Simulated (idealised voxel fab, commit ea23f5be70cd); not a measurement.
process module | voxel transistor to metal
cross-section cut | 150 nm wide | cells 5 nm
A cross-section is a grid of square cells, given in bands from the top down. A band is one or more rows of cells.
Each band's line starts with the height of the band's top and of its bottom, in nm. Then come its materials from left to right, each with its width in nm. One material with "throughout" fills the band from edge to edge. "air" is empty space.
Height 0 is the level under which the wafer as received is all one material. The lowest band goes on downwards, as in "0 down".
A width such as "30 to 40" changes by the same amount from each row of cells to the next, from the band's top row to its bottom row.
"no change" after a step means that no cell of the cross-section changed.
closed voids: empty space of 8 cells or more with no open way to the top, each as width x height at its distance from the left edge, in nm
after a step's settings: what the simulator itself notes on the step
overlay nm, on a step with a mask: how far to the right of its planned place the mask lay; to the left if negative
plan
1 op RECEIVE | material Si
2 op OXIDIZE | depth nm 5
3 op CONFORMAL_DEP | material SiN | thk nm 10
4 op PATTERN | tone cover | mask id ACTIVE | material resist | width nm 120 | thk nm 15 | overlay nm 0
5 op DIRECTIONAL_ETCH | etch materials SiN | depth nm 10
6 op DIRECTIONAL_ETCH | etch materials SiO2 | depth nm 5
7 op DIRECTIONAL_ETCH | etch materials Si | depth nm 35
8 op STRIP | etch materials resist
9 op FILL_DEP | material SiO2 | thk nm 10
10 op CMP | height nm 10
11 op SELECTIVE_ETCH | etch materials SiO2 | depth nm 10
12 op STRIP | etch materials SiN
13 op SELECTIVE_ETCH | etch materials SiO2 | depth nm 5
14 op OXIDIZE | depth nm 5
15 op DIRECTIONAL_DEP | material polySi | thk nm 20
16 op DIRECTIONAL_DEP | material SiCN | thk nm 15
17 op MASKED_ETCH | tone cover | mask id GATE | width nm 30 | etch materials SiCN | depth nm 25 | overlay nm 0
18 op MASKED_ETCH | tone cover | mask id GATE | width nm 30 | etch materials polySi | depth nm 30 | overlay nm 0
19 op CONFORMAL_DEP | material SiO2 | thk nm 5
20 op DIRECTIONAL_ETCH | etch materials SiO2 | depth nm 5
21 op CONFORMAL_DEP | material SiN | thk nm 10
22 op DIRECTIONAL_ETCH | etch materials SiN | depth nm 10
23 op DIRECTIONAL_ETCH | etch materials SiO2 | depth nm 5
24 op DIRECTIONAL_ETCH | etch materials Si | depth nm 5
25 op EPI | material nSi | thk nm 5
26 op FILL_DEP | material SiO2 | thk nm 5
27 op CMP | height nm 15
28 op STRIP | etch materials polySi
29 op SELECTIVE_ETCH | etch materials SiO2 | depth nm 5
30 op CONFORMAL_DEP | material HfO2 | thk nm 5
31 op CONFORMAL_DEP | material TiN | thk nm 5
32 op FILL_DEP | material W | thk nm 5
33 op CMP | height nm 10
34 op DIRECTIONAL_DEP | material SiO2 | thk nm 15
35 op PATTERN | tone open | mask id CONTACT | material resist | width nm 20 | pitch nm 90 | thk nm 15 | overlay nm 0
36 op DIRECTIONAL_ETCH | etch materials SiO2 | depth nm 35
37 op STRIP | etch materials resist
38 op CONFORMAL_DEP | material TiN | thk nm 5
39 op FILL_DEP | material W | thk nm 10
40 op CMP | height nm 25
41 op CONFORMAL_DEP | material SiCN | thk nm 5
42 op DIRECTIONAL_DEP | material lowk | thk nm 25
43 op MASKED_ETCH | tone open | mask id METAL_1 | width nm 20 | pitch nm 90 | etch materials lowk | depth nm 25 | overlay nm 0
44 op MASKED_ETCH | tone open | mask id METAL_1 | width nm 20 | pitch nm 90 | etch materials SiCN | depth nm 5 | overlay nm 0
45 op CONFORMAL_DEP | material TiN | thk nm 5
46 op FILL_DEP | material Cu | thk nm 10
47 op CMP | height nm 55
48 op CONFORMAL_DEP | material SiCN | thk nm 5
49 op DIRECTIONAL_DEP | material lowk | thk nm 25
50 op DIRECTIONAL_DEP | material aC | thk nm 10
51 op PATTERN | tone open | mask id METAL_2 | material resist | width nm 20 | pitch nm 90 | thk nm 30 | overlay nm 0
52 op DIRECTIONAL_ETCH | etch materials aC | depth nm 10
53 op STRIP | etch materials resist
54 op DIRECTIONAL_ETCH | etch materials lowk | depth nm 15
55 op STRIP | etch materials aC
56 op DIRECTIONAL_DEP | material aC | thk nm 15
57 op PATTERN | tone open | mask id METAL_2_HOLES | material resist | width nm 15 | pitch nm 90 | thk nm 30 | overlay nm 0
58 op DIRECTIONAL_ETCH | etch materials aC | depth nm 15
59 op STRIP | etch materials resist
60 op DIRECTIONAL_ETCH | etch materials lowk | depth nm 10
61 op DIRECTIONAL_ETCH | etch materials SiCN | depth nm 5
62 op STRIP | etch materials aC
63 op CONFORMAL_DEP | material TiN | thk nm 5
64 op FILL_DEP | material Ru | thk nm 10
65 op CMP | height nm 85
66 op CONFORMAL_DEP | material SiN | thk nm 5
first wafer, as planned
as received, after step 1
  0 down: Si throughout
  closed voids: none
after step 2
  0 to -5: SiO2 throughout
  below -5: unchanged
after step 3
  10 to 0: SiN throughout
  below 0: unchanged
after step 4
  25 to 10: air 15 | resist 120 | air 15
  below 10: unchanged
after step 5
  25 to 10: air 15 | resist 120 | air 15
  10 to 0: air 15 | SiN 120 | air 15
  below 0: unchanged
after step 6
  25 to 10: air 15 | resist 120 | air 15
  10 to 0: air 15 | SiN 120 | air 15
  0 to -5: air 15 | SiO2 120 | air 15
  below -5: unchanged
after step 7
  25 to 10: air 15 | resist 120 | air 15
  10 to 0: air 15 | SiN 120 | air 15
  0 to -5: air 15 | SiO2 120 | air 15
  -5 to -40: air 15 | Si 120 | air 15
  below -40: unchanged
after step 8
  10 to 0: air 15 | SiN 120 | air 15
  below 0: unchanged
after step 9
  20 to 10: SiO2 throughout
  10 to 0: SiO2 15 | SiN 120 | SiO2 15
  0 to -5: SiO2 throughout
  -5 to -40: SiO2 15 | Si 120 | SiO2 15
  below -40: unchanged
after step 10
  10 to 0: SiO2 15 | SiN 120 | SiO2 15
  below 0: unchanged
after step 11
  10 to 0: air 15 | SiN 120 | air 15
  below 0: unchanged
after step 12
  0 to -5: SiO2 throughout
  below -5: unchanged
after step 13
  -5 to -40: SiO2 15 | Si 120 | SiO2 15
  below -40: unchanged
after step 14
  -5 to -10: SiO2 throughout
  below -10: unchanged
after step 15
  15 to -5: polySi throughout
  below -5: unchanged
after step 16
  30 to 15: SiCN throughout
  below 15: unchanged
after step 17
  30 to 15: air 60 | SiCN 30 | air 60
  below 15: unchanged
after step 18
  30 to 15: air 60 | SiCN 30 | air 60
  15 to -5: air 60 | polySi 30 | air 60
  below -5: unchanged
after step 19
  35 to 30: air 55 | SiO2 40 | air 55
  30 to 15: air 55 | SiO2 5 | SiCN 30 | SiO2 5 | air 55
  15 to 0: air 55 | SiO2 5 | polySi 30 | SiO2 5 | air 55
  0 to -5: SiO2 60 | polySi 30 | SiO2 60
  below -5: unchanged
after step 20
  30 to 15: air 55 | SiO2 5 | SiCN 30 | SiO2 5 | air 55
  15 to -5: air 55 | SiO2 5 | polySi 30 | SiO2 5 | air 55
  below -5: unchanged
after step 21
  40 to 30: air 45 | SiN 60 | air 45
  30 to 15: air 45 | SiN 10 | SiO2 5 | SiCN 30 | SiO2 5 | SiN 10 | air 45
  15 to 5: air 45 | SiN 10 | SiO2 5 | polySi 30 | SiO2 5 | SiN 10 | air 45
  5 to -5: SiN 55 | SiO2 5 | polySi 30 | SiO2 5 | SiN 55
  below -5: unchanged
after step 22
  30 to 15: air 45 | SiN 10 | SiO2 5 | SiCN 30 | SiO2 5 | SiN 10 | air 45
  15 to -5: air 45 | SiN 10 | SiO2 5 | polySi 30 | SiO2 5 | SiN 10 | air 45
  below -5: unchanged
after step 23
  30 to 25: air 45 | SiN 10 | air 5 | SiCN 30 | air 5 | SiN 10 | air 45
  25 to 15: air 45 | SiN 10 | SiO2 5 | SiCN 30 | SiO2 5 | SiN 10 | air 45
  15 to -5: air 45 | SiN 10 | SiO2 5 | polySi 30 | SiO2 5 | SiN 10 | air 45
  -5 to -10: air 45 | SiO2 60 | air 45
  below -10: unchanged
after step 24
  30 to 25: air 45 | SiN 10 | air 5 | SiCN 30 | air 5 | SiN 10 | air 45
  25 to 15: air 45 | SiN 10 | SiO2 5 | SiCN 30 | SiO2 5 | SiN 10 | air 45
  15 to -5: air 45 | SiN 10 | SiO2 5 | polySi 30 | SiO2 5 | SiN 10 | air 45
  -5 to -10: air 45 | SiO2 60 | air 45
  -10 to -15: SiO2 15 | air 30 | Si 60 | air 30 | SiO2 15
  below -15: unchanged
after step 25
  30 to 25: air 45 | SiN 10 | air 5 | SiCN 30 | air 5 | SiN 10 | air 45
  25 to 15: air 45 | SiN 10 | SiO2 5 | SiCN 30 | SiO2 5 | SiN 10 | air 45
  15 to -5: air 45 | SiN 10 | SiO2 5 | polySi 30 | SiO2 5 | SiN 10 | air 45
  -5 to -10: air 40 | nSi 5 | SiO2 60 | nSi 5 | air 40
  -10 to -15: SiO2 15 | nSi 30 | Si 60 | nSi 30 | SiO2 15
  below -15: unchanged
after step 26
  35 to 30: SiO2 throughout
  30 to 15: SiO2 45 | SiN 10 | SiO2 5 | SiCN 30 | SiO2 5 | SiN 10 | SiO2 45
  15 to -5: SiO2 45 | SiN 10 | SiO2 5 | polySi 30 | SiO2 5 | SiN 10 | SiO2 45
  -5 to -10: SiO2 40 | nSi 5 | SiO2 60 | nSi 5 | SiO2 40
  below -10: unchanged
after step 27
  15 to -5: SiO2 45 | SiN 10 | SiO2 5 | polySi 30 | SiO2 5 | SiN 10 | SiO2 45
  below -5: unchanged
after step 28
  15 to -5: SiO2 45 | SiN 10 | SiO2 5 | air 30 | SiO2 5 | SiN 10 | SiO2 45
  below -5: unchanged
after step 29
  15 to 10: air 45 | SiN 10 | air 40 | SiN 10 | air 45
  10 to -5: SiO2 45 | SiN 10 | air 40 | SiN 10 | SiO2 45
  -5 to -10: SiO2 40 | nSi 5 | SiO2 10 | air 40 | SiO2 10 | nSi 5 | SiO2 40
  below -10: unchanged
after step 30
  20 to 15: air 40 | HfO2 20 | air 30 | HfO2 20 | air 40
  15 to 10: HfO2 45 | SiN 10 | HfO2 5 | air 30 | HfO2 5 | SiN 10 | HfO2 45
  10 to -5: SiO2 45 | SiN 10 | HfO2 5 | air 30 | HfO2 5 | SiN 10 | SiO2 45
  -5 to -10: SiO2 40 | nSi 5 | SiO2 10 | HfO2 40 | SiO2 10 | nSi 5 | SiO2 40
  below -10: unchanged
after step 31
  25 to 20: air 35 | TiN 30 | air 20 | TiN 30 | air 35
  20 to 15: TiN 40 | HfO2 20 | TiN 5 | air 20 | TiN 5 | HfO2 20 | TiN 40
  15 to 10: HfO2 45 | SiN 10 | HfO2 5 | TiN 5 | air 20 | TiN 5 | HfO2 5 | SiN 10 | HfO2 45
  10 to 0: SiO2 45 | SiN 10 | HfO2 5 | TiN 5 | air 20 | TiN 5 | HfO2 5 | SiN 10 | SiO2 45
  0 to -5: SiO2 45 | SiN 10 | HfO2 5 | TiN 30 | HfO2 5 | SiN 10 | SiO2 45
  below -5: unchanged
after step 32
  30 to 25: W throughout
  25 to 20: W 35 | TiN 30 | W 20 | TiN 30 | W 35
  20 to 15: TiN 40 | HfO2 20 | TiN 5 | W 20 | TiN 5 | HfO2 20 | TiN 40
  15 to 10: HfO2 45 | SiN 10 | HfO2 5 | TiN 5 | W 20 | TiN 5 | HfO2 5 | SiN 10 | HfO2 45
  10 to 0: SiO2 45 | SiN 10 | HfO2 5 | TiN 5 | W 20 | TiN 5 | HfO2 5 | SiN 10 | SiO2 45
  below 0: unchanged
after step 33
  10 to 0: SiO2 45 | SiN 10 | HfO2 5 | TiN 5 | W 20 | TiN 5 | HfO2 5 | SiN 10 | SiO2 45
  below 0: unchanged
after step 34
  25 to 10: SiO2 throughout
  below 10: unchanged
after step 35
  40 to 25: resist 20 | air 20 | resist 70 | air 20 | resist 20
  below 25: unchanged
after step 36
  40 to 25: resist 20 | air 20 | resist 70 | air 20 | resist 20
  25 to 10: SiO2 20 | air 20 | SiO2 70 | air 20 | SiO2 20
  10 to 0: SiO2 20 | air 20 | SiO2 5 | SiN 10 | HfO2 5 | TiN 5 | W 20 | TiN 5 | HfO2 5 | SiN 10 | SiO2 5 | air 20 | SiO2 20
  0 to -5: SiO2 20 | air 20 | SiO2 5 | SiN 10 | HfO2 5 | TiN 30 | HfO2 5 | SiN 10 | SiO2 5 | air 20 | SiO2 20
  -5 to -10: SiO2 20 | air 20 | nSi 5 | SiO2 10 | HfO2 40 | SiO2 10 | nSi 5 | air 20 | SiO2 20
  below -10: unchanged
after step 37
  25 to 10: SiO2 20 | air 20 | SiO2 70 | air 20 | SiO2 20
  below 10: unchanged
after step 38
  30 to 25: TiN 25 | air 10 | TiN 80 | air 10 | TiN 25
  25 to 10: SiO2 20 | TiN 5 | air 10 | TiN 5 | SiO2 70 | TiN 5 | air 10 | TiN 5 | SiO2 20
  10 to 0: SiO2 20 | TiN 5 | air 10 | TiN 5 | SiO2 5 | SiN 10 | HfO2 5 | TiN 5 | W 20 | TiN 5 | HfO2 5 | SiN 10 | SiO2 5 | TiN 5 | air 10 | TiN 5 | SiO2 20
  0 to -5: SiO2 20 | TiN 5 | air 10 | TiN 5 | SiO2 5 | SiN 10 | HfO2 5 | TiN 30 | HfO2 5 | SiN 10 | SiO2 5 | TiN 5 | air 10 | TiN 5 | SiO2 20
  -5 to -10: SiO2 20 | TiN 20 | nSi 5 | SiO2 10 | HfO2 40 | SiO2 10 | nSi 5 | TiN 20 | SiO2 20
  below -10: unchanged
after step 39
  40 to 30: W throughout
  30 to 25: TiN 25 | W 10 | TiN 80 | W 10 | TiN 25
  25 to 10: SiO2 20 | TiN 5 | W 10 | TiN 5 | SiO2 70 | TiN 5 | W 10 | TiN 5 | SiO2 20
  10 to 0: SiO2 20 | TiN 5 | W 10 | TiN 5 | SiO2 5 | SiN 10 | HfO2 5 | TiN 5 | W 20 | TiN 5 | HfO2 5 | SiN 10 | SiO2 5 | TiN 5 | W 10 | TiN 5 | SiO2 20
  0 to -5: SiO2 20 | TiN 5 | W 10 | TiN 5 | SiO2 5 | SiN 10 | HfO2 5 | TiN 30 | HfO2 5 | SiN 10 | SiO2 5 | TiN 5 | W 10 | TiN 5 | SiO2 20
  below -5: unchanged
after step 40
  25 to 10: SiO2 20 | TiN 5 | W 10 | TiN 5 | SiO2 70 | TiN 5 | W 10 | TiN 5 | SiO2 20
  below 10: unchanged
after step 41
  30 to 25: SiCN throughout
  below 25: unchanged
after step 42
  55 to 30: lowk throughout
  below 30: unchanged
after step 43
  55 to 30: lowk 20 | air 20 | lowk 70 | air 20 | lowk 20
  below 30: unchanged
after step 44
  55 to 30: lowk 20 | air 20 | lowk 70 | air 20 | lowk 20
  30 to 25: SiCN 20 | air 20 | SiCN 70 | air 20 | SiCN 20
  below 25: unchanged
after step 45
  60 to 55: TiN 25 | air 10 | TiN 80 | air 10 | TiN 25
  55 to 30: lowk 20 | TiN 5 | air 10 | TiN 5 | lowk 70 | TiN 5 | air 10 | TiN 5 | lowk 20
  30 to 25: SiCN 20 | TiN 20 | SiCN 70 | TiN 20 | SiCN 20
  below 25: unchanged
after step 46
  70 to 60: Cu throughout
  60 to 55: TiN 25 | Cu 10 | TiN 80 | Cu 10 | TiN 25
  55 to 30: lowk 20 | TiN 5 | Cu 10 | TiN 5 | lowk 70 | TiN 5 | Cu 10 | TiN 5 | lowk 20
  below 30: unchanged
after step 47
  55 to 30: lowk 20 | TiN 5 | Cu 10 | TiN 5 | lowk 70 | TiN 5 | Cu 10 | TiN 5 | lowk 20
  below 30: unchanged
after step 48
  60 to 55: SiCN throughout
  below 55: unchanged
after step 49
  85 to 60: lowk throughout
  below 60: unchanged
after step 50
  95 to 85: aC throughout
  below 85: unchanged
after step 51
  125 to 95: resist 20 | air 20 | resist 70 | air 20 | resist 20
  below 95: unchanged
after step 52
  115 to 95: resist 20 | air 20 | resist 70 | air 20 | resist 20
  95 to 85: aC 20 | air 20 | aC 70 | air 20 | aC 20
  below 85: unchanged
after step 53
  95 to 85: aC 20 | air 20 | aC 70 | air 20 | aC 20
  below 85: unchanged
after step 54
  95 to 85: aC 20 | air 20 | aC 70 | air 20 | aC 20
  85 to 70: lowk 20 | air 20 | lowk 70 | air 20 | lowk 20
  below 70: unchanged
after step 55
  85 to 70: lowk 20 | air 20 | lowk 70 | air 20 | lowk 20
  below 70: unchanged
after step 56
  100 to 85: aC 20 | air 20 | aC 70 | air 20 | aC 20
  85 to 70: lowk 20 | aC 20 | lowk 70 | aC 20 | lowk 20
  below 70: unchanged
after step 57
  130 to 100: resist 20 | air 15 | resist 75 | air 15 | resist 25
  100 to 85: aC 20 | air 15 | resist 5 | aC 70 | air 15 | resist 5 | aC 20
  below 85: unchanged
after step 58
  115 to 100: resist 20 | air 15 | resist 75 | air 15 | resist 25
  100 to 85: aC 20 | air 15 | resist 5 | aC 70 | air 15 | resist 5 | aC 20
  85 to 70: lowk 20 | air 15 | aC 5 | lowk 70 | air 15 | aC 5 | lowk 20
  below 70: unchanged
after step 59
  100 to 85: aC 20 | air 20 | aC 70 | air 20 | aC 20
  below 85: unchanged
after step 60
  100 to 85: aC 20 | air 20 | aC 70 | air 20 | aC 20
  85 to 70: lowk 20 | air 15 | aC 5 | lowk 70 | air 15 | aC 5 | lowk 20
  70 to 60: lowk 20 | air 15 | lowk 75 | air 15 | lowk 25
  below 60: unchanged
after step 61
  100 to 85: aC 20 | air 20 | aC 70 | air 20 | aC 20
  85 to 70: lowk 20 | air 15 | aC 5 | lowk 70 | air 15 | aC 5 | lowk 20
  70 to 60: lowk 20 | air 15 | lowk 75 | air 15 | lowk 25
  60 to 55: SiCN 20 | air 15 | SiCN 75 | air 15 | SiCN 25
  below 55: unchanged
after step 62
  85 to 70: lowk 20 | air 20 | lowk 70 | air 20 | lowk 20
  below 70: unchanged
after step 63
  90 to 85: TiN 25 | air 10 | TiN 80 | air 10 | TiN 25
  85 to 75: lowk 20 | TiN 5 | air 10 | TiN 5 | lowk 70 | TiN 5 | air 10 | TiN 5 | lowk 20
  75 to 70: lowk 20 | TiN 5 | air 5 | TiN 10 | lowk 70 | TiN 5 | air 5 | TiN 10 | lowk 20
  70 to 60: lowk 20 | TiN 5 | air 5 | TiN 5 | lowk 75 | TiN 5 | air 5 | TiN 5 | lowk 25
  60 to 55: SiCN 20 | TiN 15 | SiCN 75 | TiN 15 | SiCN 25
  below 55: unchanged
after step 64
  100 to 90: Ru throughout
  90 to 85: TiN 25 | Ru 10 | TiN 80 | Ru 10 | TiN 25
  85 to 75: lowk 20 | TiN 5 | Ru 10 | TiN 5 | lowk 70 | TiN 5 | Ru 10 | TiN 5 | lowk 20
  75 to 70: lowk 20 | TiN 5 | Ru 5 | TiN 10 | lowk 70 | TiN 5 | Ru 5 | TiN 10 | lowk 20
  70 to 60: lowk 20 | TiN 5 | Ru 5 | TiN 5 | lowk 75 | TiN 5 | Ru 5 | TiN 5 | lowk 25
  below 60: unchanged
after step 65
  85 to 75: lowk 20 | TiN 5 | Ru 10 | TiN 5 | lowk 70 | TiN 5 | Ru 10 | TiN 5 | lowk 20
  below 75: unchanged
after step 66
  90 to 85: SiN throughout
  below 85: unchanged
second wafer: like start, like plan, one mistake. Through step 29 it matches the first wafer
when step 30 should have ended: no change
when step 31 should have ended
  20 to 15: air 40 | TiN 20 | air 30 | TiN 20 | air 40
  15 to 10: TiN 45 | SiN 10 | TiN 5 | air 30 | TiN 5 | SiN 10 | TiN 45
  10 to -5: SiO2 45 | SiN 10 | TiN 5 | air 30 | TiN 5 | SiN 10 | SiO2 45
  -5 to -10: SiO2 40 | nSi 5 | SiO2 10 | TiN 40 | SiO2 10 | nSi 5 | SiO2 40
  below -10: unchanged
when step 32 should have ended
  25 to 20: W throughout
  20 to 15: W 40 | TiN 20 | W 30 | TiN 20 | W 40
  15 to 10: TiN 45 | SiN 10 | TiN 5 | W 30 | TiN 5 | SiN 10 | TiN 45
  10 to -5: SiO2 45 | SiN 10 | TiN 5 | W 30 | TiN 5 | SiN 10 | SiO2 45
  below -5: unchanged
when step 33 should have ended
  10 to -5: SiO2 45 | SiN 10 | TiN 5 | W 30 | TiN 5 | SiN 10 | SiO2 45
  below -5: unchanged
when step 34 should have ended
  25 to 10: SiO2 throughout
  below 10: unchanged
when step 35 should have ended
  40 to 25: resist 20 | air 20 | resist 70 | air 20 | resist 20
  below 25: unchanged
when step 36 should have ended
  40 to 25: resist 20 | air 20 | resist 70 | air 20 | resist 20
  25 to 10: SiO2 20 | air 20 | SiO2 70 | air 20 | SiO2 20
  10 to -5: SiO2 20 | air 20 | SiO2 5 | SiN 10 | TiN 5 | W 30 | TiN 5 | SiN 10 | SiO2 5 | air 20 | SiO2 20
  -5 to -10: SiO2 20 | air 20 | nSi 5 | SiO2 10 | TiN 40 | SiO2 10 | nSi 5 | air 20 | SiO2 20
  below -10: unchanged
when step 37 should have ended
  25 to 10: SiO2 20 | air 20 | SiO2 70 | air 20 | SiO2 20
  below 10: unchanged
when step 38 should have ended
  30 to 25: TiN 25 | air 10 | TiN 80 | air 10 | TiN 25
  25 to 10: SiO2 20 | TiN 5 | air 10 | TiN 5 | SiO2 70 | TiN 5 | air 10 | TiN 5 | SiO2 20
  10 to -5: SiO2 20 | TiN 5 | air 10 | TiN 5 | SiO2 5 | SiN 10 | TiN 5 | W 30 | TiN 5 | SiN 10 | SiO2 5 | TiN 5 | air 10 | TiN 5 | SiO2 20
  -5 to -10: SiO2 20 | TiN 20 | nSi 5 | SiO2 10 | TiN 40 | SiO2 10 | nSi 5 | TiN 20 | SiO2 20
  below -10: unchanged
when step 39 should have ended
  40 to 30: W throughout
  30 to 25: TiN 25 | W 10 | TiN 80 | W 10 | TiN 25
  25 to 10: SiO2 20 | TiN 5 | W 10 | TiN 5 | SiO2 70 | TiN 5 | W 10 | TiN 5 | SiO2 20
  10 to -5: SiO2 20 | TiN 5 | W 10 | TiN 5 | SiO2 5 | SiN 10 | TiN 5 | W 30 | TiN 5 | SiN 10 | SiO2 5 | TiN 5 | W 10 | TiN 5 | SiO2 20
  below -5: unchanged
when step 40 should have ended
  25 to 10: SiO2 20 | TiN 5 | W 10 | TiN 5 | SiO2 70 | TiN 5 | W 10 | TiN 5 | SiO2 20
  below 10: unchanged
when step 41 should have ended
  30 to 25: SiCN throughout
  below 25: unchanged
when step 42 should have ended
  55 to 30: lowk throughout
  below 30: unchanged
when step 43 should have ended
  55 to 30: lowk 20 | air 20 | lowk 70 | air 20 | lowk 20
  below 30: unchanged
when step 44 should have ended
  55 to 30: lowk 20 | air 20 | lowk 70 | air 20 | lowk 20
  30 to 25: SiCN 20 | air 20 | SiCN 70 | air 20 | SiCN 20
  below 25: unchanged
when step 45 should have ended
  60 to 55: TiN 25 | air 10 | TiN 80 | air 10 | TiN 25
  55 to 30: lowk 20 | TiN 5 | air 10 | TiN 5 | lowk 70 | TiN 5 | air 10 | TiN 5 | lowk 20
  30 to 25: SiCN 20 | TiN 20 | SiCN 70 | TiN 20 | SiCN 20
  below 25: unchanged
when step 46 should have ended
  70 to 60: Cu throughout
  60 to 55: TiN 25 | Cu 10 | TiN 80 | Cu 10 | TiN 25
  55 to 30: lowk 20 | TiN 5 | Cu 10 | TiN 5 | lowk 70 | TiN 5 | Cu 10 | TiN 5 | lowk 20
  below 30: unchanged
when step 47 should have ended
  55 to 30: lowk 20 | TiN 5 | Cu 10 | TiN 5 | lowk 70 | TiN 5 | Cu 10 | TiN 5 | lowk 20
  below 30: unchanged
when step 48 should have ended
  60 to 55: SiCN throughout
  below 55: unchanged
when step 49 should have ended
  85 to 60: lowk throughout
  below 60: unchanged
when step 50 should have ended
  95 to 85: aC throughout
  below 85: unchanged
when step 51 should have ended
  125 to 95: resist 20 | air 20 | resist 70 | air 20 | resist 20
  below 95: unchanged
when step 52 should have ended
  115 to 95: resist 20 | air 20 | resist 70 | air 20 | resist 20
  95 to 85: aC 20 | air 20 | aC 70 | air 20 | aC 20
  below 85: unchanged
when step 53 should have ended
  95 to 85: aC 20 | air 20 | aC 70 | air 20 | aC 20
  below 85: unchanged
when step 54 should have ended
  95 to 85: aC 20 | air 20 | aC 70 | air 20 | aC 20
  85 to 70: lowk 20 | air 20 | lowk 70 | air 20 | lowk 20
  below 70: unchanged
when step 55 should have ended
  85 to 70: lowk 20 | air 20 | lowk 70 | air 20 | lowk 20
  below 70: unchanged
when step 56 should have ended
  100 to 85: aC 20 | air 20 | aC 70 | air 20 | aC 20
  85 to 70: lowk 20 | aC 20 | lowk 70 | aC 20 | lowk 20
  below 70: unchanged
when step 57 should have ended
  130 to 100: resist 20 | air 15 | resist 75 | air 15 | resist 25
  100 to 85: aC 20 | air 15 | resist 5 | aC 70 | air 15 | resist 5 | aC 20
  below 85: unchanged
when step 58 should have ended
  115 to 100: resist 20 | air 15 | resist 75 | air 15 | resist 25
  100 to 85: aC 20 | air 15 | resist 5 | aC 70 | air 15 | resist 5 | aC 20
  85 to 70: lowk 20 | air 15 | aC 5 | lowk 70 | air 15 | aC 5 | lowk 20
  below 70: unchanged
when step 59 should have ended
  100 to 85: aC 20 | air 20 | aC 70 | air 20 | aC 20
  below 85: unchanged
when step 60 should have ended
  100 to 85: aC 20 | air 20 | aC 70 | air 20 | aC 20
  85 to 70: lowk 20 | air 15 | aC 5 | lowk 70 | air 15 | aC 5 | lowk 20
  70 to 60: lowk 20 | air 15 | lowk 75 | air 15 | lowk 25
  below 60: unchanged
when step 61 should have ended
  100 to 85: aC 20 | air 20 | aC 70 | air 20 | aC 20
  85 to 70: lowk 20 | air 15 | aC 5 | lowk 70 | air 15 | aC 5 | lowk 20
  70 to 60: lowk 20 | air 15 | lowk 75 | air 15 | lowk 25
  60 to 55: SiCN 20 | air 15 | SiCN 75 | air 15 | SiCN 25
  below 55: unchanged
when step 62 should have ended
  85 to 70: lowk 20 | air 20 | lowk 70 | air 20 | lowk 20
  below 70: unchanged
when step 63 should have ended
  90 to 85: TiN 25 | air 10 | TiN 80 | air 10 | TiN 25
  85 to 75: lowk 20 | TiN 5 | air 10 | TiN 5 | lowk 70 | TiN 5 | air 10 | TiN 5 | lowk 20
  75 to 70: lowk 20 | TiN 5 | air 5 | TiN 10 | lowk 70 | TiN 5 | air 5 | TiN 10 | lowk 20
  70 to 60: lowk 20 | TiN 5 | air 5 | TiN 5 | lowk 75 | TiN 5 | air 5 | TiN 5 | lowk 25
  60 to 55: SiCN 20 | TiN 15 | SiCN 75 | TiN 15 | SiCN 25
  below 55: unchanged
when step 64 should have ended
  100 to 90: Ru throughout
  90 to 85: TiN 25 | Ru 10 | TiN 80 | Ru 10 | TiN 25
  85 to 75: lowk 20 | TiN 5 | Ru 10 | TiN 5 | lowk 70 | TiN 5 | Ru 10 | TiN 5 | lowk 20
  75 to 70: lowk 20 | TiN 5 | Ru 5 | TiN 10 | lowk 70 | TiN 5 | Ru 5 | TiN 10 | lowk 20
  70 to 60: lowk 20 | TiN 5 | Ru 5 | TiN 5 | lowk 75 | TiN 5 | Ru 5 | TiN 5 | lowk 25
  below 60: unchanged
when step 65 should have ended
  85 to 75: lowk 20 | TiN 5 | Ru 10 | TiN 5 | lowk 70 | TiN 5 | Ru 10 | TiN 5 | lowk 20
  below 75: unchanged
when step 66 should have ended
  90 to 85: SiN throughout
  below 85: unchanged
what went wrong: step 30 was left out
at the end the second wafer has, in cells: 14 fewer of HfO2 | 4 more of TiN | 10 more of W
